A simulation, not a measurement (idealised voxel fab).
process module | voxel transistor to metal
cross-section cut | 145 nm wide | cells 5 nm
A cross-section is a grid of square cells, given in bands from the top down. A band is one or more rows of cells.
Each band's line starts with the height of the band's top and of its bottom, in nm. Then come its materials from left to right, each with its width in nm. One material with "throughout" fills the band from edge to edge. "air" is empty space.
Height 0 is the level under which the wafer as received is all one material. The lowest band goes on downwards, as in "0 down".
A width such as "30 to 40" changes by the same amount from each row of cells to the next, from the band's top row to its bottom row.
"no change" after a step means that no cell of the cross-section changed.
closed voids: empty space of 8 cells or more with no open way to the top, each as width x height at its distance from the left edge, in nm
after a step's settings: what the simulator itself notes on the step
overlay nm, on a step with a mask: how far to the right of its planned place the mask lay; to the left if negative
Each pair below shows a cross-section before one step and the cross-section after it, down to the lowest band that changed. The line under each pair gives the step between them, with its settings. The pairs can come from different runs of this module on the same starting wafer, so a pair continues from the pair above only where its "before" says so.
before
  50 to 35: SiO2 35 | air 25 | SiO2 25 | air 25 | SiO2 35
  35 to 30: SiO2 35 | air 15 | SiN 10 | SiO2 5 | SiCN 15 | SiO2 5 | SiN 10 | air 15 | SiO2 35
  30 to 25: SiCN 25 | SiO2 5 | SiN 10 | air 10 | SiN 10 | SiO2 5 | SiCN 15 | SiO2 5 | SiN 10 | air 10 | SiN 10 | SiO2 5 | SiCN 25
  25 to 20: polySi 25 | SiCN 95 | polySi 25
  20 to 0: polySi throughout
  0 to -5: SiO2 25 | polySi 95 | SiO2 25
  -5 to -10: SiO2 throughout
  -10 to -30: SiO2 30 | Si 85 | SiO2 30
  -30 down: Si throughout
  closed voids: none
after
  55 to 50: TiN 40 | air 15 | TiN 35 | air 15 | TiN 40
  50 to 40: SiO2 35 | TiN 5 | air 15 | TiN 5 | SiO2 25 | TiN 5 | air 15 | TiN 5 | SiO2 35
  40 to 35: SiO2 35 | TiN 5 | air 5 | TiN 15 | SiO2 25 | TiN 15 | air 5 | TiN 5 | SiO2 35
  35 to 30: SiO2 35 | TiN 15 | SiN 10 | SiO2 5 | SiCN 15 | SiO2 5 | SiN 10 | TiN 15 | SiO2 35
  30 to 25: SiCN 25 | SiO2 5 | SiN 10 | TiN 10 | SiN 10 | SiO2 5 | SiCN 15 | SiO2 5 | SiN 10 | TiN 10 | SiN 10 | SiO2 5 | SiCN 25
  below 25: unchanged
  closed voids: none
the step between: op CONFORMAL_DEP | material TiN | thk nm 5
before: the cross-section after the pair above
after
  60 to 55: W throughout
  55 to 50: TiN 40 | W 15 | TiN 35 | W 15 | TiN 40
  50 to 40: SiO2 35 | TiN 5 | W 15 | TiN 5 | SiO2 25 | TiN 5 | W 15 | TiN 5 | SiO2 35
  40 to 35: SiO2 35 | TiN 5 | W 5 | TiN 15 | SiO2 25 | TiN 15 | W 5 | TiN 5 | SiO2 35
  below 35: unchanged
  closed voids: none
the step between: op FILL_DEP | material W | thk nm 5
before: the cross-section after the pair above
after
  50 to 40: SiO2 35 | TiN 5 | W 15 | TiN 5 | SiO2 25 | TiN 5 | W 15 | TiN 5 | SiO2 35
  below 40: unchanged
  closed voids: none
the step between: op CMP | height nm 50
before: the cross-section after the pair above
after
  55 to 50: TiN throughout
  below 50: unchanged
  closed voids: none
the step between: op DIRECTIONAL_DEP | material TiN | thk nm 5
before: the cross-section after the pair above
after
  80 to 55: W throughout
  below 55: unchanged
  closed voids: none
the step between: op DIRECTIONAL_DEP | material W | thk nm 25
before: the cross-section after the pair above
after
  80 to 55: air 35 | W 15 | air 45 | W 15 | air 35
  below 55: unchanged
  closed voids: none
the step between: op MASKED_ETCH | tone cover | mask id METAL_1 | width nm 15 | pitch nm 60 | etch materials W | depth nm 25 | overlay nm 0
before: the cross-section after the pair above
after
  80 to 55: air 35 | W 15 | air 45 | W 15 | air 35
  55 to 50: air 35 | TiN 15 | air 45 | TiN 15 | air 35
  below 50: unchanged
  closed voids: none
the step between: op MASKED_ETCH | tone cover | mask id METAL_1 | width nm 15 | pitch nm 60 | etch materials TiN | depth nm 5 | overlay nm 0
before: the cross-section after the pair above
after
  85 to 80: air 30 | SiCN 25 | air 35 | SiCN 25 | air 30
  80 to 55: air 30 | SiCN 5 | W 15 | SiCN 5 | air 35 | SiCN 5 | W 15 | SiCN 5 | air 30
  55 to 50: SiCN 35 | TiN 15 | SiCN 45 | TiN 15 | SiCN 35
  below 50: unchanged
  closed voids: none
the step between: op CONFORMAL_DEP | material SiCN | thk nm 5
before: the cross-section after the pair above
after
  95 to 85: SiO2 throughout
  85 to 80: SiO2 30 | SiCN 25 | SiO2 35 | SiCN 25 | SiO2 30
  80 to 55: SiO2 30 | SiCN 5 | W 15 | SiCN 5 | SiO2 35 | SiCN 5 | W 15 | SiCN 5 | SiO2 30
  below 55: unchanged
  closed voids: none
the step between: op FILL_DEP | material SiO2 | thk nm 10
before: the cross-section after the pair above
after
  80 to 55: SiO2 30 | SiCN 5 | W 15 | SiCN 5 | SiO2 35 | SiCN 5 | W 15 | SiCN 5 | SiO2 30
  below 55: unchanged
  closed voids: none
the step between: op CMP | height nm 80
before: the cross-section after the pair above
after
  85 to 80: SiCN throughout
  below 80: unchanged
  closed voids: none
the step between: op CONFORMAL_DEP | material SiCN | thk nm 5
before
  10 to 5: air 30 | SiN 85 | air 30
  5 to 0: SiO2 30 | SiN 85 | SiO2 30
  0 to -5: SiO2 throughout
  -5 to -30: SiO2 30 | Si 85 | SiO2 30
  -30 down: Si throughout
  closed voids: none
after
  10 to 0: air 30 | SiN 85 | air 30
  below 0: unchanged
  closed voids: none
the step between: op SELECTIVE_ETCH | etch materials SiO2 | depth nm 5
before: the cross-section after the pair above
after
  0 to -5: SiO2 throughout
  below -5: unchanged
  closed voids: none
the step between: op STRIP | etch materials SiN
before: the cross-section after the pair above
after
  25 to 0: polySi throughout
  below 0: unchanged
  closed voids: none
the step between: op DIRECTIONAL_DEP | material polySi | thk nm 25
before: the cross-section after the pair above
after
  40 to 25: SiCN throughout
  below 25: unchanged
  closed voids: none
the step between: op DIRECTIONAL_DEP | material SiCN | thk nm 15
before: the cross-section after the pair above
after
  40 to 25: air 65 | SiCN 15 | air 65
  below 25: unchanged
  closed voids: none
the step between: op MASKED_ETCH | tone cover | mask id GATE | width nm 15 | etch materials SiCN | depth nm 25 | overlay nm 0
before: the cross-section after the pair above
after
  40 to 25: air 65 | SiCN 15 | air 65
  25 to 0: air 65 | polySi 15 | air 65
  below 0: unchanged
  closed voids: none
the step between: op MASKED_ETCH | tone cover | mask id GATE | width nm 15 | etch materials polySi | depth nm 35 | overlay nm 0
before: the cross-section after the pair above
after
  45 to 40: air 60 | SiO2 25 | air 60
  40 to 25: air 60 | SiO2 5 | SiCN 15 | SiO2 5 | air 60
  25 to 5: air 60 | SiO2 5 | polySi 15 | SiO2 5 | air 60
  5 to 0: SiO2 65 | polySi 15 | SiO2 65
  below 0: unchanged
  closed voids: none
the step between: op CONFORMAL_DEP | material SiO2 | thk nm 5
before: the cross-section after the pair above
after
  40 to 25: air 60 | SiO2 5 | SiCN 15 | SiO2 5 | air 60
  25 to 0: air 60 | SiO2 5 | polySi 15 | SiO2 5 | air 60
  below 0: unchanged
  closed voids: none
the step between: op DIRECTIONAL_ETCH | etch materials SiO2 | depth nm 5
before: the cross-section after the pair above
after
  50 to 40: air 50 | SiN 45 | air 50
  40 to 25: air 50 | SiN 10 | SiO2 5 | SiCN 15 | SiO2 5 | SiN 10 | air 50
  25 to 10: air 50 | SiN 10 | SiO2 5 | polySi 15 | SiO2 5 | SiN 10 | air 50
  10 to 0: SiN 60 | SiO2 5 | polySi 15 | SiO2 5 | SiN 60
  below 0: unchanged
  closed voids: none
the step between: op CONFORMAL_DEP | material SiN | thk nm 10
before: the cross-section after the pair above
after
  40 to 25: air 50 | SiN 10 | SiO2 5 | SiCN 15 | SiO2 5 | SiN 10 | air 50
  25 to 0: air 50 | SiN 10 | SiO2 5 | polySi 15 | SiO2 5 | SiN 10 | air 50
  below 0: unchanged
  closed voids: none
the step between: op DIRECTIONAL_ETCH | etch materials SiN | depth nm 10
before: the cross-section after the pair above
after
  40 to 35: air 50 | SiN 10 | air 5 | SiCN 15 | air 5 | SiN 10 | air 50
  35 to 25: air 50 | SiN 10 | SiO2 5 | SiCN 15 | SiO2 5 | SiN 10 | air 50
  25 to 0: air 50 | SiN 10 | SiO2 5 | polySi 15 | SiO2 5 | SiN 10 | air 50
  0 to -5: air 50 | SiO2 45 | air 50
  below -5: unchanged
  closed voids: none
the step between: op DIRECTIONAL_ETCH | etch materials SiO2 | depth nm 5
before: the cross-section after the pair above
after
  40 to 35: air 50 | SiN 10 | air 5 | SiCN 15 | air 5 | SiN 10 | air 50
  35 to 25: air 50 | SiN 10 | SiO2 5 | SiCN 15 | SiO2 5 | SiN 10 | air 50
  25 to 0: air 50 | SiN 10 | SiO2 5 | polySi 15 | SiO2 5 | SiN 10 | air 50
  0 to -5: air 50 | SiO2 45 | air 50
  -5 to -10: SiO2 30 | air 20 | Si 45 | air 20 | SiO2 30
  below -10: unchanged
  closed voids: none
the step between: op DIRECTIONAL_ETCH | etch materials Si | depth nm 5
before: the cross-section after the pair above
after
  40 to 35: air 50 | SiN 10 | air 5 | SiCN 15 | air 5 | SiN 10 | air 50
  35 to 25: air 50 | SiN 10 | SiO2 5 | SiCN 15 | SiO2 5 | SiN 10 | air 50
  25 to 0: air 50 | SiN 10 | SiO2 5 | polySi 15 | SiO2 5 | SiN 10 | air 50
  0 to -5: air 45 | SiGe 5 | SiO2 45 | SiGe 5 | air 45
  -5 to -10: SiO2 30 | SiGe 20 | Si 45 | SiGe 20 | SiO2 30
  below -10: unchanged
  closed voids: none
the step between: op EPI | material SiGe | thk nm 5
before: the cross-section after the pair above
after
  50 to 40: SiO2 throughout
  40 to 25: SiO2 50 | SiN 10 | SiO2 5 | SiCN 15 | SiO2 5 | SiN 10 | SiO2 50
  25 to 0: SiO2 50 | SiN 10 | SiO2 5 | polySi 15 | SiO2 5 | SiN 10 | SiO2 50
  0 to -5: SiO2 45 | SiGe 5 | SiO2 45 | SiGe 5 | SiO2 45
  below -5: unchanged
  closed voids: none
the step between: op FILL_DEP | material SiO2 | thk nm 10
before: the cross-section after the pair above
after
  35 to 25: SiO2 50 | SiN 10 | SiO2 5 | SiCN 15 | SiO2 5 | SiN 10 | SiO2 50
  below 25: unchanged
  closed voids: none
the step between: op CMP | height nm 35
before: the cross-section after the pair above
after
  50 to 35: SiO2 throughout
  below 35: unchanged
  closed voids: none
the step between: op DIRECTIONAL_DEP | material SiO2 | thk nm 15
before: the cross-section after the pair above
after
  65 to 50: resist 35 | air 25 | resist 25 | air 25 | resist 35
  below 50: unchanged
  closed voids: none
the step between: op PATTERN | tone open | mask id CONTACT | material resist | width nm 25 | pitch nm 50 | thk nm 15 | overlay nm 0
before: the cross-section after the pair above
after
  65 to 50: resist 35 | air 25 | resist 25 | air 25 | resist 35
  50 to 35: SiO2 35 | air 25 | SiO2 25 | air 25 | SiO2 35
  35 to 25: SiO2 35 | air 15 | SiN 10 | SiO2 5 | SiCN 15 | SiO2 5 | SiN 10 | air 15 | SiO2 35
  25 to 0: SiO2 35 | air 15 | SiN 10 | SiO2 5 | polySi 15 | SiO2 5 | SiN 10 | air 15 | SiO2 35
  0 to -5: SiO2 35 | air 10 | SiGe 5 | SiO2 45 | SiGe 5 | air 10 | SiO2 35
  below -5: unchanged
  closed voids: none
the step between: op DIRECTIONAL_ETCH | etch materials SiO2 | depth nm 55
before: the cross-section after the pair above
after
  50 to 35: SiO2 35 | air 25 | SiO2 25 | air 25 | SiO2 35
  below 35: unchanged
  closed voids: none
the step between: op STRIP | etch materials resist
before: the cross-section after the pair above
after
  55 to 50: TiN 40 | air 15 | TiN 35 | air 15 | TiN 40
  50 to 40: SiO2 35 | TiN 5 | air 15 | TiN 5 | SiO2 25 | TiN 5 | air 15 | TiN 5 | SiO2 35
  40 to 35: SiO2 35 | TiN 5 | air 5 | TiN 15 | SiO2 25 | TiN 15 | air 5 | TiN 5 | SiO2 35
  35 to 25: SiO2 35 | TiN 5 | air 5 | TiN 5 | SiN 10 | SiO2 5 | SiCN 15 | SiO2 5 | SiN 10 | TiN 5 | air 5 | TiN 5 | SiO2 35
  25 to 5: SiO2 35 | TiN 5 | air 5 | TiN 5 | SiN 10 | SiO2 5 | polySi 15 | SiO2 5 | SiN 10 | TiN 5 | air 5 | TiN 5 | SiO2 35
  5 to 0: SiO2 35 | TiN 15 | SiN 10 | SiO2 5 | polySi 15 | SiO2 5 | SiN 10 | TiN 15 | SiO2 35
  0 to -5: SiO2 35 | TiN 10 | SiGe 5 | SiO2 45 | SiGe 5 | TiN 10 | SiO2 35
  below -5: unchanged
  closed voids: none
the step between: op CONFORMAL_DEP | material TiN | thk nm 5
before: the cross-section after the pair above
after
  60 to 55: W throughout
  55 to 50: TiN 40 | W 15 | TiN 35 | W 15 | TiN 40
  50 to 40: SiO2 35 | TiN 5 | W 15 | TiN 5 | SiO2 25 | TiN 5 | W 15 | TiN 5 | SiO2 35
  40 to 35: SiO2 35 | TiN 5 | W 5 | TiN 15 | SiO2 25 | TiN 15 | W 5 | TiN 5 | SiO2 35
  35 to 25: SiO2 35 | TiN 5 | W 5 | TiN 5 | SiN 10 | SiO2 5 | SiCN 15 | SiO2 5 | SiN 10 | TiN 5 | W 5 | TiN 5 | SiO2 35
  25 to 5: SiO2 35 | TiN 5 | W 5 | TiN 5 | SiN 10 | SiO2 5 | polySi 15 | SiO2 5 | SiN 10 | TiN 5 | W 5 | TiN 5 | SiO2 35
  below 5: unchanged
  closed voids: none
the step between: op FILL_DEP | material W | thk nm 5
before: the cross-section after the pair above
after
  50 to 40: SiO2 35 | TiN 5 | W 15 | TiN 5 | SiO2 25 | TiN 5 | W 15 | TiN 5 | SiO2 35
  below 40: unchanged
  closed voids: none
the step between: op CMP | height nm 50
before: the cross-section after the pair above
after
  55 to 50: TiN throughout
  below 50: unchanged
  closed voids: none
the step between: op DIRECTIONAL_DEP | material TiN | thk nm 5
before: the cross-section after the pair above
after
  80 to 55: W throughout
  below 55: unchanged
  closed voids: none
the step between: op DIRECTIONAL_DEP | material W | thk nm 25
before: the cross-section after the pair above
after
  80 to 55: air 35 | W 15 | air 45 | W 15 | air 35
  below 55: unchanged
  closed voids: none
the step between: op MASKED_ETCH | tone cover | mask id METAL_1 | width nm 15 | pitch nm 60 | etch materials W | depth nm 25 | overlay nm 0
before: the cross-section after the pair above
after
  80 to 55: air 35 | W 15 | air 45 | W 15 | air 35
  55 to 50: air 35 | TiN 15 | air 45 | TiN 15 | air 35
  below 50: unchanged
  closed voids: none
the step between: op MASKED_ETCH | tone cover | mask id METAL_1 | width nm 15 | pitch nm 60 | etch materials TiN | depth nm 5 | overlay nm 0
before: the cross-section after the pair above
after
  85 to 80: air 30 | SiCN 25 | air 35 | SiCN 25 | air 30
  80 to 55: air 30 | SiCN 5 | W 15 | SiCN 5 | air 35 | SiCN 5 | W 15 | SiCN 5 | air 30
  55 to 50: SiCN 35 | TiN 15 | SiCN 45 | TiN 15 | SiCN 35
  below 50: unchanged
  closed voids: none
the step between: op CONFORMAL_DEP | material SiCN | thk nm 5
before: the cross-section after the pair above
after
  95 to 85: SiO2 throughout
  85 to 80: SiO2 30 | SiCN 25 | SiO2 35 | SiCN 25 | SiO2 30
  80 to 55: SiO2 30 | SiCN 5 | W 15 | SiCN 5 | SiO2 35 | SiCN 5 | W 15 | SiCN 5 | SiO2 30
  below 55: unchanged
  closed voids: none
the step between: op FILL_DEP | material SiO2 | thk nm 10
before: the cross-section after the pair above
after
  80 to 55: SiO2 30 | SiCN 5 | W 15 | SiCN 5 | SiO2 35 | SiCN 5 | W 15 | SiCN 5 | SiO2 30
  below 55: unchanged
  closed voids: none
the step between: op CMP | height nm 80
before: the cross-section after the pair above
after
  85 to 80: SiCN throughout
  below 80: unchanged
  closed voids: none
the step between: op CONFORMAL_DEP | material SiCN | thk nm 5
before
  45 to 35: air 50 | SiN 45 | air 50
  35 to 20: air 50 | SiN 10 | SiO2 5 | SiCN 15 | SiO2 5 | SiN 10 | air 50
  20 to 10: air 50 | SiN 10 | SiO2 5 | polySi 15 | SiO2 5 | SiN 10 | air 50
  10 to 5: SiN 40 | air 10 | SiN 10 | SiO2 5 | polySi 15 | SiO2 5 | SiN 10 | air 10 | SiN 40
  5 to 0: SiN 60 | SiO2 5 | polySi 15 | SiO2 5 | SiN 60
  0 to -5: SiO2 30 | SiN 30 | SiO2 5 | polySi 15 | SiO2 5 | SiN 30 | SiO2 30
  -5 to -10: SiO2 throughout
  -10 to -30: SiO2 30 | Si 85 | SiO2 30
  -30 down: Si throughout
  closed voids: none
after
  40 to 35: air 50 | SiN 45 | air 50
  35 to 20: air 50 | SiN 10 | SiO2 5 | SiCN 15 | SiO2 5 | SiN 10 | air 50
  20 to 5: air 50 | SiN 10 | SiO2 5 | polySi 15 | SiO2 5 | SiN 10 | air 50
  5 to 0: SiN 40 | air 10 | SiN 10 | SiO2 5 | polySi 15 | SiO2 5 | SiN 10 | air 10 | SiN 40
  below 0: unchanged
  closed voids: none
the step between: op DIRECTIONAL_ETCH | etch materials SiN | depth nm 5
before: the cross-section after the pair above
after
  50 to 40: SiO2 throughout
  40 to 35: SiO2 50 | SiN 45 | SiO2 50
  35 to 20: SiO2 50 | SiN 10 | SiO2 5 | SiCN 15 | SiO2 5 | SiN 10 | SiO2 50
  20 to 5: SiO2 50 | SiN 10 | SiO2 5 | polySi 15 | SiO2 5 | SiN 10 | SiO2 50
  5 to 0: SiN 40 | SiO2 10 | SiN 10 | SiO2 5 | polySi 15 | SiO2 5 | SiN 10 | SiO2 10 | SiN 40
  below 0: unchanged
  closed voids: none
the step between: op FILL_DEP | material SiO2 | thk nm 10
before: the cross-section after the pair above
after
  35 to 20: SiO2 50 | SiN 10 | SiO2 5 | SiCN 15 | SiO2 5 | SiN 10 | SiO2 50
  below 20: unchanged
  closed voids: none
the step between: op CMP | height nm 35
before: the cross-section after the pair above
after
  50 to 35: SiO2 throughout
  below 35: unchanged
  closed voids: none
the step between: op DIRECTIONAL_DEP | material SiO2 | thk nm 15
before: the cross-section after the pair above
after
  65 to 50: resist 35 | air 25 | resist 25 | air 25 | resist 35
  below 50: unchanged
  closed voids: none
the step between: op PATTERN | tone open | mask id CONTACT | material resist | width nm 25 | pitch nm 50 | thk nm 15 | overlay nm 0
before: the cross-section after the pair above
after
  65 to 50: resist 35 | air 25 | resist 25 | air 25 | resist 35
  50 to 35: SiO2 35 | air 25 | SiO2 25 | air 25 | SiO2 35
  35 to 20: SiO2 35 | air 15 | SiN 10 | SiO2 5 | SiCN 15 | SiO2 5 | SiN 10 | air 15 | SiO2 35
  20 to 5: SiO2 35 | air 15 | SiN 10 | SiO2 5 | polySi 15 | SiO2 5 | SiN 10 | air 15 | SiO2 35
  5 to 0: SiN 40 | air 10 | SiN 10 | SiO2 5 | polySi 15 | SiO2 5 | SiN 10 | air 10 | SiN 40
  below 0: unchanged
  closed voids: none
the step between: op DIRECTIONAL_ETCH | etch materials SiO2 | depth nm 55
before: the cross-section after the pair above
after
  50 to 35: SiO2 35 | air 25 | SiO2 25 | air 25 | SiO2 35
  below 35: unchanged
  closed voids: none
the step between: op STRIP | etch materials resist
before: the cross-section after the pair above
after
  55 to 50: TiN 40 | air 15 | TiN 35 | air 15 | TiN 40
  50 to 40: SiO2 35 | TiN 5 | air 15 | TiN 5 | SiO2 25 | TiN 5 | air 15 | TiN 5 | SiO2 35
  40 to 35: SiO2 35 | TiN 5 | air 5 | TiN 15 | SiO2 25 | TiN 15 | air 5 | TiN 5 | SiO2 35
  35 to 20: SiO2 35 | TiN 5 | air 5 | TiN 5 | SiN 10 | SiO2 5 | SiCN 15 | SiO2 5 | SiN 10 | TiN 5 | air 5 | TiN 5 | SiO2 35
  20 to 10: SiO2 35 | TiN 5 | air 5 | TiN 5 | SiN 10 | SiO2 5 | polySi 15 | SiO2 5 | SiN 10 | TiN 5 | air 5 | TiN 5 | SiO2 35
  10 to 5: SiO2 35 | TiN 15 | SiN 10 | SiO2 5 | polySi 15 | SiO2 5 | SiN 10 | TiN 15 | SiO2 35
  5 to 0: SiN 40 | TiN 10 | SiN 10 | SiO2 5 | polySi 15 | SiO2 5 | SiN 10 | TiN 10 | SiN 40
  below 0: unchanged
  closed voids: none
the step between: op CONFORMAL_DEP | material TiN | thk nm 5
before: the cross-section after the pair above
after
  60 to 55: W throughout
  55 to 50: TiN 40 | W 15 | TiN 35 | W 15 | TiN 40
  50 to 40: SiO2 35 | TiN 5 | W 15 | TiN 5 | SiO2 25 | TiN 5 | W 15 | TiN 5 | SiO2 35
  40 to 35: SiO2 35 | TiN 5 | W 5 | TiN 15 | SiO2 25 | TiN 15 | W 5 | TiN 5 | SiO2 35
  35 to 20: SiO2 35 | TiN 5 | W 5 | TiN 5 | SiN 10 | SiO2 5 | SiCN 15 | SiO2 5 | SiN 10 | TiN 5 | W 5 | TiN 5 | SiO2 35
  20 to 10: SiO2 35 | TiN 5 | W 5 | TiN 5 | SiN 10 | SiO2 5 | polySi 15 | SiO2 5 | SiN 10 | TiN 5 | W 5 | TiN 5 | SiO2 35
  below 10: unchanged
  closed voids: none
the step between: op FILL_DEP | material W | thk nm 5
before: the cross-section after the pair above
after
  50 to 40: SiO2 35 | TiN 5 | W 15 | TiN 5 | SiO2 25 | TiN 5 | W 15 | TiN 5 | SiO2 35
  below 40: unchanged
  closed voids: none
the step between: op CMP | height nm 50
before: the cross-section after the pair above
after
  55 to 50: TiN throughout
  below 50: unchanged
  closed voids: none
the step between: op DIRECTIONAL_DEP | material TiN | thk nm 5
before: the cross-section after the pair above
after
  80 to 55: W throughout
  below 55: unchanged
  closed voids: none
the step between: op DIRECTIONAL_DEP | material W | thk nm 25
before: the cross-section after the pair above
after
  80 to 55: air 35 | W 15 | air 45 | W 15 | air 35
  below 55: unchanged
  closed voids: none
the step between: op MASKED_ETCH | tone cover | mask id METAL_1 | width nm 15 | pitch nm 60 | etch materials W | depth nm 25 | overlay nm 0
before: the cross-section after the pair above
after
  80 to 55: air 35 | W 15 | air 45 | W 15 | air 35
  55 to 50: air 35 | TiN 15 | air 45 | TiN 15 | air 35
  below 50: unchanged
  closed voids: none
the step between: op MASKED_ETCH | tone cover | mask id METAL_1 | width nm 15 | pitch nm 60 | etch materials TiN | depth nm 5 | overlay nm 0
before: the cross-section after the pair above
after
  85 to 80: air 30 | SiCN 25 | air 35 | SiCN 25 | air 30
  80 to 55: air 30 | SiCN 5 | W 15 | SiCN 5 | air 35 | SiCN 5 | W 15 | SiCN 5 | air 30
  55 to 50: SiCN 35 | TiN 15 | SiCN 45 | TiN 15 | SiCN 35
  below 50: unchanged
  closed voids: none
the step between: op CONFORMAL_DEP | material SiCN | thk nm 5
before: the cross-section after the pair above
after
  95 to 85: SiO2 throughout
  85 to 80: SiO2 30 | SiCN 25 | SiO2 35 | SiCN 25 | SiO2 30
  80 to 55: SiO2 30 | SiCN 5 | W 15 | SiCN 5 | SiO2 35 | SiCN 5 | W 15 | SiCN 5 | SiO2 30
  below 55: unchanged
  closed voids: none
the step between: op FILL_DEP | material SiO2 | thk nm 10
before: the cross-section after the pair above
after
  80 to 55: SiO2 30 | SiCN 5 | W 15 | SiCN 5 | SiO2 35 | SiCN 5 | W 15 | SiCN 5 | SiO2 30
  below 55: unchanged
  closed voids: none
the step between: op CMP | height nm 80
before: the cross-section after the pair above
after
  85 to 80: SiCN throughout
  below 80: unchanged
  closed voids: none
the step between: op CONFORMAL_DEP | material SiCN | thk nm 5
before
  50 to 35: SiO2 throughout
  35 to 20: SiO2 50 | SiN 10 | SiO2 5 | SiCN 15 | SiO2 5 | SiN 10 | SiO2 50
  20 to 0: SiO2 50 | SiN 10 | SiO2 5 | polySi 15 | SiO2 5 | SiN 10 | SiO2 50
  0 to -5: SiO2 30 | SiN 10 | SiO2 10 | SiN 10 | SiO2 5 | polySi 15 | SiO2 5 | SiN 10 | SiO2 10 | SiN 10 | SiO2 30
  -5 to -10: SiO2 40 | SiGe 10 | SiO2 45 | SiGe 10 | SiO2 40
  -10 to -15: SiO2 30 | Si 10 | SiGe 10 | Si 45 | SiGe 10 | Si 10 | SiO2 30
  -15 to -30: SiO2 30 | Si 85 | SiO2 30
  -30 down: Si throughout
  closed voids: none
after
  65 to 50: resist 40 | air 20 | resist 30 | air 20 | resist 35
  below 50: unchanged
  closed voids: none
the step between: op PATTERN | tone open | mask id CONTACT | material resist | width nm 20 | pitch nm 50 | thk nm 15 | overlay nm 0
before: the cross-section after the pair above
after
  65 to 50: resist 40 | air 20 | resist 30 | air 20 | resist 35
  50 to 35: SiO2 40 | air 20 | SiO2 30 | air 20 | SiO2 35
  35 to 20: SiO2 40 | air 10 | SiN 10 | SiO2 5 | SiCN 15 | SiO2 5 | SiN 10 | air 15 | SiO2 35
  20 to 0: SiO2 40 | air 10 | SiN 10 | SiO2 5 | polySi 15 | SiO2 5 | SiN 10 | air 15 | SiO2 35
  0 to -5: SiO2 30 | SiN 10 | air 10 | SiN 10 | SiO2 5 | polySi 15 | SiO2 5 | SiN 10 | air 10 | SiN 10 | SiO2 30
  below -5: unchanged
  closed voids: none
the step between: op DIRECTIONAL_ETCH | etch materials SiO2 | depth nm 55
before: the cross-section after the pair above
after
  50 to 35: SiO2 40 | air 20 | SiO2 30 | air 20 | SiO2 35
  below 35: unchanged
  closed voids: none
the step between: op STRIP | etch materials resist
before: the cross-section after the pair above
after
  55 to 50: TiN 45 | air 10 | TiN 40 | air 10 | TiN 40
  50 to 40: SiO2 40 | TiN 5 | air 10 | TiN 5 | SiO2 30 | TiN 5 | air 10 | TiN 5 | SiO2 35
  40 to 35: SiO2 40 | TiN 20 | SiO2 30 | TiN 10 | air 5 | TiN 5 | SiO2 35
  35 to 20: SiO2 40 | TiN 10 | SiN 10 | SiO2 5 | SiCN 15 | SiO2 5 | SiN 10 | TiN 5 | air 5 | TiN 5 | SiO2 35
  20 to 5: SiO2 40 | TiN 10 | SiN 10 | SiO2 5 | polySi 15 | SiO2 5 | SiN 10 | TiN 5 | air 5 | TiN 5 | SiO2 35
  5 to 0: SiO2 40 | TiN 10 | SiN 10 | SiO2 5 | polySi 15 | SiO2 5 | SiN 10 | TiN 15 | SiO2 35
  0 to -5: SiO2 30 | SiN 10 | TiN 10 | SiN 10 | SiO2 5 | polySi 15 | SiO2 5 | SiN 10 | TiN 10 | SiN 10 | SiO2 30
  below -5: unchanged
  closed voids: none
the step between: op CONFORMAL_DEP | material TiN | thk nm 5
before: the cross-section after the pair above
after
  60 to 55: W throughout
  55 to 50: TiN 45 | W 10 | TiN 40 | W 10 | TiN 40
  50 to 40: SiO2 40 | TiN 5 | W 10 | TiN 5 | SiO2 30 | TiN 5 | W 10 | TiN 5 | SiO2 35
  40 to 35: SiO2 40 | TiN 20 | SiO2 30 | TiN 10 | W 5 | TiN 5 | SiO2 35
  35 to 20: SiO2 40 | TiN 10 | SiN 10 | SiO2 5 | SiCN 15 | SiO2 5 | SiN 10 | TiN 5 | W 5 | TiN 5 | SiO2 35
  20 to 5: SiO2 40 | TiN 10 | SiN 10 | SiO2 5 | polySi 15 | SiO2 5 | SiN 10 | TiN 5 | W 5 | TiN 5 | SiO2 35
  below 5: unchanged
  closed voids: none
the step between: op FILL_DEP | material W | thk nm 5
before: the cross-section after the pair above
after
  50 to 40: SiO2 40 | TiN 5 | W 10 | TiN 5 | SiO2 30 | TiN 5 | W 10 | TiN 5 | SiO2 35
  below 40: unchanged
  closed voids: none
the step between: op CMP | height nm 50
before: the cross-section after the pair above
after
  55 to 50: TiN throughout
  below 50: unchanged
  closed voids: none
the step between: op DIRECTIONAL_DEP | material TiN | thk nm 5
before: the cross-section after the pair above
after
  80 to 55: W throughout
  below 55: unchanged
  closed voids: none
the step between: op DIRECTIONAL_DEP | material W | thk nm 25
before: the cross-section after the pair above
after
  80 to 55: air 35 | W 15 | air 45 | W 15 | air 35
  below 55: unchanged
  closed voids: none
the step between: op MASKED_ETCH | tone cover | mask id METAL_1 | width nm 15 | pitch nm 60 | etch materials W | depth nm 25 | overlay nm 0
before: the cross-section after the pair above
after
  80 to 55: air 35 | W 15 | air 45 | W 15 | air 35
  55 to 50: air 35 | TiN 15 | air 45 | TiN 15 | air 35
  below 50: unchanged
  closed voids: none
the step between: op MASKED_ETCH | tone cover | mask id METAL_1 | width nm 15 | pitch nm 60 | etch materials TiN | depth nm 5 | overlay nm 0
before: the cross-section after the pair above
after
  85 to 80: air 30 | SiCN 25 | air 35 | SiCN 25 | air 30
  80 to 55: air 30 | SiCN 5 | W 15 | SiCN 5 | air 35 | SiCN 5 | W 15 | SiCN 5 | air 30
  55 to 50: SiCN 35 | TiN 15 | SiCN 45 | TiN 15 | SiCN 35
  below 50: unchanged
  closed voids: none
the step between: op CONFORMAL_DEP | material SiCN | thk nm 5
before: the cross-section after the pair above
after
  95 to 85: SiO2 throughout
  85 to 80: SiO2 30 | SiCN 25 | SiO2 35 | SiCN 25 | SiO2 30
  80 to 55: SiO2 30 | SiCN 5 | W 15 | SiCN 5 | SiO2 35 | SiCN 5 | W 15 | SiCN 5 | SiO2 30
  below 55: unchanged
  closed voids: none
the step between: op FILL_DEP | material SiO2 | thk nm 10
before: the cross-section after the pair above
after
  80 to 55: SiO2 30 | SiCN 5 | W 15 | SiCN 5 | SiO2 35 | SiCN 5 | W 15 | SiCN 5 | SiO2 30
  below 55: unchanged
  closed voids: none
the step between: op CMP | height nm 80
before: the cross-section after the pair above
after
  85 to 80: SiCN throughout
  below 80: unchanged
  closed voids: none
the step between: op CONFORMAL_DEP | material SiCN | thk nm 5
before
  10 to 0: SiN throughout
  0 to -5: SiO2 throughout
  -5 down: Si throughout
  closed voids: none
after
  25 to 10: air 40 | resist 85 | air 20
  below 10: unchanged
  closed voids: none
the step between: op PATTERN | tone cover | mask id ACTIVE | material resist | width nm 85 | thk nm 15 | overlay nm 10
before: the cross-section after the pair above
after
  25 to 10: air 40 | resist 85 | air 20
  10 to 0: air 40 | SiN 85 | air 20
  below 0: unchanged
  closed voids: none
the step between: op DIRECTIONAL_ETCH | etch materials SiN | depth nm 10
